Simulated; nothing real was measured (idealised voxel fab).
process module | voxel self aligned vias
cross-section cut | 225 nm wide | cells 5 nm
A cross-section is a grid of square cells, given in bands from the top down. A band is one or more rows of cells.
Each band's line starts with the height of the band's top and of its bottom, in nm. Then come its materials from left to right, each with its width in nm. One material with "throughout" fills the band from edge to edge. "air" is empty space.
Height 0 is the level under which the wafer as received is all one material. The lowest band goes on downwards, as in "0 down".
A width such as "30 to 40" changes by the same amount from each row of cells to the next, from the band's top row to its bottom row.
"no change" after a step means that no cell of the cross-section changed.
closed voids: empty space of 8 cells or more with no open way to the top, each as width x height at its distance from the left edge, in nm
after a step's settings: what the simulator itself notes on the step
overlay nm, on a step with a mask: how far to the right of its planned place the mask lay; to the left if negative
plan
1 op RECEIVE | material Si
2 op CONFORMAL_DEP | material SiO2 | thk nm 15
3 op CONFORMAL_DEP | material SiCN | thk nm 5
4 op DIRECTIONAL_DEP | material lowk | thk nm 20
5 op PATTERN | tone open | mask id LINES | material resist | width nm 20 | pitch nm 65 | thk nm 15 | overlay nm 0
6 op DIRECTIONAL_ETCH | etch materials lowk | depth nm 20
7 op STRIP | etch materials resist
8 op CONFORMAL_DEP | material TiN | thk nm 5
9 op FILL_DEP | material Ru | thk nm 5
10 op CMP | height nm 40
11 op SELECTIVE_ETCH | etch materials W Ru TiN | depth nm 5
12 op FILL_DEP | material SiN | thk nm 10
13 op CMP | height nm 40
14 op DIRECTIONAL_DEP | material lowk | thk nm 15
15 op DIRECTIONAL_DEP | material aC | thk nm 15
16 op PATTERN | tone open | mask id VIAS | material resist | width nm 40 | pitch nm 65 | thk nm 35 | overlay nm 0
17 op DIRECTIONAL_ETCH | etch materials aC | depth nm 15
18 op STRIP | etch materials resist
19 op DIRECTIONAL_ETCH | etch materials lowk | depth nm 15
20 op DIRECTIONAL_ETCH | etch materials SiN | depth nm 5
21 op STRIP | etch materials aC
22 op CONFORMAL_DEP | material TiN | thk nm 5
23 op FILL_DEP | material W | thk nm 5
24 op CMP | height nm 55
25 op CONFORMAL_DEP | material SiCN | thk nm 5
as received, after step 1
  0 down: Si throughout
  closed voids: none
a wafer at the end: this start, this plan, one mistake
  60 to 55: SiCN throughout
  55 to 40: lowk 25 | TiN 5 | W 30 | TiN 5 | lowk 25 | TiN 5 | W 30 | TiN 5 | lowk 25 | TiN 5 | W 30 | TiN 5 | lowk 30
  40 to 35: lowk 25 | TiN 40 | lowk 25 | TiN 40 | lowk 25 | TiN 40 | lowk 30
  35 to 25: lowk 25 | TiN 15 | Ru 10 | TiN 15 | lowk 25 | TiN 15 | Ru 10 | TiN 15 | lowk 25 | TiN 15 | Ru 10 | TiN 15 | lowk 30
  25 to 20: lowk 35 | TiN 20 | lowk 45 | TiN 20 | lowk 45 | TiN 20 | lowk 40
  20 to 15: SiCN throughout
  15 to 0: SiO2 throughout
  0 down: Si throughout
  closed voids: none
what went wrong: step 19 was run twice
